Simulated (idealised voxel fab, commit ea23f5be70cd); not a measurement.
A process module follows: voxel trench capacitor.
The figure presents cross-section cut, which has a width of 285 nm and is divided into square cells with an edge length of 5 nm.
Heads up, the way a cross-section reads in here is a grid of square cells, handed over as bands from the top down, with every band being one or more rows of cells. First you get the band's top height and its bottom height, in nm, and then the materials it's made of, left to right, with each width in nm. If you see a single material with "edge to edge", that one covers the band edge to edge. "air" is empty space. Heights are reckoned from 0. Under this level, the received wafer is all of one material. The bottommost band is open-ended downward, for example "0 -> down". A width such as "30 to 40" changes by the same amount from each row of cells to the next, from the band's top row to its bottom row. A step reported as "no change" is a step in which no cell of the cross-section changed. Any empty space of 8 cells or more lacking an open way to the top shows up in "Closed internal voids" as width x height at distance, distance from the left edge, in nm. Text after the settings on a step's line: the simulator's own remark on that step. If you see "overlay nm" on a step's line and that step has a mask, it's telling you how far right of where it was planned the mask ended up; a negative number means it went left instead.

Here's what the planned process steps look like
1. RECEIVE (material Si)
2. CONFORMAL_DEP (material SiN; thk nm 5)
3. MASKED_ETCH (tone open; mask id TRENCH; width nm 25; pitch nm 40; etch materials SiN; depth nm 5; overlay nm 0)
4. MASKED_ETCH (tone open; mask id TRENCH; width nm 25; pitch nm 40; etch materials Si; depth nm 35; overlay nm -15)
5. CONFORMAL_DEP (material Al2O3; thk nm 5)
6. CONFORMAL_DEP (material TiN; thk nm 5)
7. FILL_DEP (material W; thk nm 10)
8. CMP (height nm 5)
Wafer-to-wafer difference: overlay nm, step 4. Common start. Plan = first wafer's value.

The first of several wafers in cross-section, exactly as it reached us after step 1
  0 -> down | Si edge to edge
  Closed internal voids: none

Note: the following table is arranged by wafer, a row apiece. Each row reports the end-of-module state: per material, cells gained (+) or cells lost (-) compared with the wafer as received; closed voids follow
overlay nm -15 | +76 Al2O3 | -56 Si | +37 SiN | Closed internal voids: none
overlay nm -10 | +76 Al2O3 | -84 Si | +37 SiN | +28 TiN | Closed internal voids: none
overlay nm -5 | +76 Al2O3 | -112 Si | +37 SiN | +56 TiN | Closed internal voids: none
overlay nm 0 | +76 Al2O3 | -140 Si | +37 SiN | +60 TiN | +24 W | Closed internal voids: none
overlay nm 5 | +76 Al2O3 | -112 Si | +37 SiN | +56 TiN | Closed internal voids: none
overlay nm 10 | +76 Al2O3 | -84 Si | +37 SiN | +28 TiN | Closed internal voids: none
overlay nm 15 | +76 Al2O3 | -56 Si | +37 SiN | Closed internal voids: none
